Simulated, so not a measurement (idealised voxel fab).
Proc. module: voxel ribs on slabs
We display cut, a cross-section 295 nm in width whose square cells are each 5 nm.
Cross-section spec: square-cell grid; bands listed top down; each band is one or more rows.
A band entry consists of two parts. The first gives the height of the band's top and the height of its bottom, in nm. The rest lists the band's materials from left to right, each with its width in nm. A single material labelled with the word "everywhere" fills the band from edge to edge, and the word "blank" marks empty space.
Heights are reckoned from 0. Under this level, the received wafer is all of one material. The bottommost band is open-ended downward, for example "0 -> down".
A width given as "30..40" starts at the first number in the band's top row and ends at the second number in its bottom row, shifting by an equal amount at every step from row to row.
The cross-section has no changed cell in any step marked "changes: none".
Look at "Entrapped void list" for the closed voids: empty spaces with no open path to the top, sized 8 cells or up. Each is width x height at distance, distance from the left edge, all nm.
Anything after a step's settings on that line? It's the simulator's own note about the step.
What "overlay nm" on a step's line means: if the step has a mask, that mask lay this far to the right of its planned place, or, when the value is negative, to the left.

-- The following list gives the planned process steps
step 1: RECEIVE [material Si]
step 2: DIRECTIONAL_DEP [material SiO2] [thk nm 20]
step 3: DIRECTIONAL_DEP [material SiN] [thk nm 15]
step 4: PATTERN [tone cover] [mask id RIB] [material resist] [width nm 25] [thk nm 15] [overlay nm 0]
step 5: DIRECTIONAL_ETCH [etch materials SiN] [depth nm 10]
step 6: STRIP [etch materials resist]
step 7: PATTERN [tone cover] [mask id SLAB] [material resist] [width nm 65] [thk nm 15] [overlay nm 0]
step 8: DIRECTIONAL_ETCH [etch materials SiN] [depth nm 5]
step 9: STRIP [etch materials resist]
step 10: FILL_DEP [material SiO2] [thk nm 15]
step 11: CMP [height nm 45]
step 12: DIRECTIONAL_DEP [material TiN] [thk nm 10]
step 13: MASKED_ETCH [tone cover] [mask id HEATER] [width nm 35] [etch materials TiN] [depth nm 10] [overlay nm 0]
step 14: CONFORMAL_DEP [material SiN] [thk nm 10]

-- Cross-section of the wafer at receipt, which is the condition after step 1
0 -> down: Si everywhere
Entrapped void list: none

-- Module complete, cross-section. Starting point and plan per above. One mistake made in running the module
65 -> 55: 120 nm blank, 55 nm SiN, 120 nm blank
55 -> 45: 130 nm SiN, 35 nm TiN, 130 nm SiN
45 -> 15: SiO2 everywhere
15 -> 0: SiN everywhere
0 -> down: Si everywhere
Entrapped void list: none
What was the processing mistake? steps 2 and 3 run out of order (swapped)
